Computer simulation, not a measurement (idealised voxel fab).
process module | voxel trench capacitor
Cross-sectional view cut (width: 255 nm; square cell size: 5 nm).
A cross-section is a grid of square cells, given in bands from the top down. A band is one or more rows of cells.
Band: top and bottom heights (nm) first, top before bottom; then materials from left to right, widths in nm. "everywhere" marks a sole material filling the band edge to edge. "air" denotes empty space.
Measure heights from 0. That's the level where, below it, the as-received wafer is all one material. The lowest band is bottomless and extends downward; write it as in "0 nm and below".
With a width like "30..40", each row of cells in the band differs from the next by the same amount, the top row carrying the first number and the bottom row the second.
"no change occurred" (step): cross-section cells unchanged, all of them.
In the "Sealed-off cavities" entry, you get each enclosed empty space of 8 cells or more, one with no open way to the top, written width x height at distance, distance from the left edge, in nm.
That trailing text on a step's line, after the settings, is the simulator's own remark on the step.
For masked steps, "overlay nm" on the step line gives how far right of plan the mask actually lay; a minus sign means it lay to the left.
The following list gives the planned process steps:
1,RECEIVE with material Si
2,CONFORMAL_DEP with material SiN, thk nm 5
3,PATTERN with tone open, mask id TRENCH, material resist, width nm 25, pitch nm 40, thk nm 20, overlay nm 0
4,DIRECTIONAL_ETCH with etch materials SiN, depth nm 5
5,DIRECTIONAL_ETCH with etch materials Si, depth nm 30
6,STRIP with etch materials resist
7,CONFORMAL_DEP with material HfO2, thk nm 5
8,CONFORMAL_DEP with material TiN, thk nm 5
9,FILL_DEP with material W, thk nm 5
10,CMP with height nm 5
Received-state cross-section, reflecting completion of step 1:
- 0 nm and below | Si everywhere
- Sealed-off cavities: none
Wafer cross-section at end of module: start and plan as shown above, one execution error:
- 5 nm to 0 nm | 95 SiN, 5 HfO2, 5 TiN, 5 W, 5 TiN, 5 HfO2, 15 SiN, 5 HfO2, 5 TiN, 5 W, 5 TiN, 5 HfO2, 95 SiN
- 0 nm to -25 nm | 95 Si, 5 HfO2, 5 TiN, 5 W, 5 TiN, 5 HfO2, 15 Si, 5 HfO2, 5 TiN, 5 W, 5 TiN, 5 HfO2, 95 Si
- -25 nm to -30 nm | 95 Si, 5 HfO2, 15 TiN, 5 HfO2, 15 Si, 5 HfO2, 15 TiN, 5 HfO2, 95 Si
- -30 nm to -35 nm | 95 Si, 25 HfO2, 15 Si, 25 HfO2, 95 Si
- -35 nm and below | Si everywhere
- Sealed-off cavities: none
Deviation noted in wafer processing: heads up, step 5 didn't go per plan, it actually ran as DIRECTIONAL_ETCH with etch materials Si, depth nm 35
